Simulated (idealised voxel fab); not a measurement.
The following is a process module called voxel gate over fins.
Square cell edge 5 nm, section width 140 nm, ID cut.
Cross-section format: a grid of square cells, given as bands from top to bottom; each band is one or more rows of cells. Each band's line starts with the height of the band's top and of its bottom, in nm. Then come its materials from left to right, each with its width in nm. One material with "throughout" fills the band from edge to edge. "empty" is empty space. Basically, 0 is our baseline, since under it the wafer straight out of the box is all one material. The bottom band has no lower end and keeps on going down, so it looks like "from 0 down". The width entry "30->40" should be interpreted row by row: the top row of cells in the band takes the first number, the bottom row takes the second number, and the change between adjacent rows is uniform throughout. "no change" (step): cross-section cells unchanged, all of them. In the "Cavities, sealed" entry, you get each enclosed empty space of 8 cells or more, one with no open way to the top, written width x height at distance, distance from the left edge, in nm. If you see something after the settings on a step's line, that's the simulator's own remark about that step. overlay nm: mask right of planned place by this much (step with mask). Neg. = left.

The following list gives the planned process steps
1: RECEIVE: material Si
2: CONFORMAL_DEP: material SiN, thk nm 5
3: PATTERN: tone cover, mask id FINS, material resist, width nm 15, pitch nm 60, thk nm 20, overlay nm 0
4: DIRECTIONAL_ETCH: etch materials SiN, depth nm 5
5: DIRECTIONAL_ETCH: etch materials Si, depth nm 40
6: STRIP: etch materials resist
7: OXIDIZE: depth nm 5
8: FILL_DEP: material SiO2, thk nm 15
9: CMP: height nm 5
10: PATTERN: tone open, mask id RAIL, material resist, width nm 15, thk nm 15, overlay nm 0
11: DIRECTIONAL_ETCH: etch materials SiO2, depth nm 40
12: STRIP: etch materials resist
13: CONFORMAL_DEP: material TiN, thk nm 5
14: FILL_DEP: material W, thk nm 10
15: CMP: height nm 5
16: SELECTIVE_ETCH: etch materials W Ru TiN, depth nm 10
17: FILL_DEP: material SiO2, thk nm 5
18: CMP: height nm 5
19: SELECTIVE_ETCH: etch materials SiO2, depth nm 15
20: STRIP: etch materials SiN
21: CONFORMAL_DEP: material HfO2, thk nm 5
22: CONFORMAL_DEP: material TiN, thk nm 5
23: CONFORMAL_DEP: material TiAl, thk nm 5
24: CONFORMAL_DEP: material TiN, thk nm 5
25: FILL_DEP: material W, thk nm 10
26: CMP: height nm 25
27: CONFORMAL_DEP: material SiCN, thk nm 10
Every wafer here starts from the same state; it is the step 16 depth nm that distinguishes them, and the value the plan gives belongs to the first wafer.

Step 1 complete: as-received cross-section of the first of several wafers
from 0 down | Si throughout
Cavities, sealed: none

Tabulated below, wafer by wafer, are the end-of-module results: for each material, the number of cells gained (+) or lost (-) relative to the as-received state, followed by the closed voids
depth nm 10, +38 HfO2, -234 Si, +56 SiCN, +167 SiO2, +34 TiAl, +85 TiN, +50 W, Cavities, sealed: none
depth nm 15, +36 HfO2, -234 Si, +56 SiCN, +167 SiO2, +36 TiAl, +83 TiN, +52 W, Cavities, sealed: none
depth nm 20, +36 HfO2, -234 Si, +56 SiCN, +170 SiO2, +36 TiAl, +81 TiN, +51 W, Cavities, sealed: none
depth nm 25, +36 HfO2, -234 Si, +56 SiCN, +173 SiO2, +36 TiAl, +79 TiN, +50 W, Cavities, sealed: none
depth nm 30, +36 HfO2, -234 Si, +56 SiCN, +176 SiO2, +36 TiAl, +77 TiN, +49 W, Cavities, sealed: none
depth nm 35, +36 HfO2, -234 Si, +56 SiCN, +179 SiO2, +36 TiAl, +75 TiN, +48 W, Cavities, sealed: none
